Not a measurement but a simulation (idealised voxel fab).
process module | voxel fin reveal
cross-section cut | 265 nm wide | cells 5 nm
A cross-section is a grid of square cells, given in bands from the top down. A band is one or more rows of cells.
Each band's line starts with the height of the band's top and of its bottom, in nm. Then come its materials from left to right, each with its width in nm. One material with "throughout" fills the band from edge to edge. "air" is empty space.
Height 0 is the level under which the wafer as received is all one material. The lowest band goes on downwards, as in "0 down".
A width such as "30 to 40" changes by the same amount from each row of cells to the next, from the band's top row to its bottom row.
"no change" after a step means that no cell of the cross-section changed.
closed voids: empty space of 8 cells or more with no open way to the top, each as width x height at its distance from the left edge, in nm
after a step's settings: what the simulator itself notes on the step
overlay nm, on a step with a mask: how far to the right of its planned place the mask lay; to the left if negative
plan
1 op RECEIVE | material Si
2 op CONFORMAL_DEP | material SiN | thk nm 5
3 op PATTERN | tone cover | mask id FINS | material resist | width nm 15 | pitch nm 45 | thk nm 15 | overlay nm 0
4 op DIRECTIONAL_ETCH | etch materials SiN | depth nm 5
5 op DIRECTIONAL_ETCH | etch materials Si | depth nm 30
6 op STRIP | etch materials resist
7 op OXIDIZE | depth nm 5
8 op FILL_DEP | material SiO2 | thk nm 15
9 op CMP | height nm 5
10 op SELECTIVE_ETCH | etch materials SiO2 | depth nm 15
11 op STRIP | etch materials SiN
12 op CONFORMAL_DEP | material SiO2 | thk nm 5
as received, after step 1
  0 down: Si throughout
  closed voids: none
a wafer at the end: this start, this plan, one mistake
  10 to 5: air 50 | SiO2 25 | air 20 | SiO2 25 | air 20 | SiO2 25 | air 20 | SiO2 25 | air 55
  5 to 0: air 50 | SiO2 5 | SiN 15 | SiO2 5 | air 20 | SiO2 5 | SiN 15 | SiO2 5 | air 20 | SiO2 5 | SiN 15 | SiO2 5 | air 20 | SiO2 5 | SiN 15 | SiO2 5 | air 55
  0 to -5: air 50 | SiO2 10 | Si 5 | SiO2 10 | air 20 | SiO2 10 | Si 5 | SiO2 10 | air 20 | SiO2 10 | Si 5 | SiO2 10 | air 20 | SiO2 10 | Si 5 | SiO2 10 | air 55
  -5 to -30: air 55 | SiO2 5 | Si 5 | SiO2 5 | air 30 | SiO2 5 | Si 5 | SiO2 5 | air 30 | SiO2 5 | Si 5 | SiO2 5 | air 30 | SiO2 5 | Si 5 | SiO2 5 | air 60
  -30 to -35: SiO2 60 | Si 5 | SiO2 40 | Si 5 | SiO2 40 | Si 5 | SiO2 40 | Si 5 | SiO2 65
  -35 down: Si throughout
  closed voids: none
what went wrong: step 11 ran as: op STRIP | etch materials SiO2
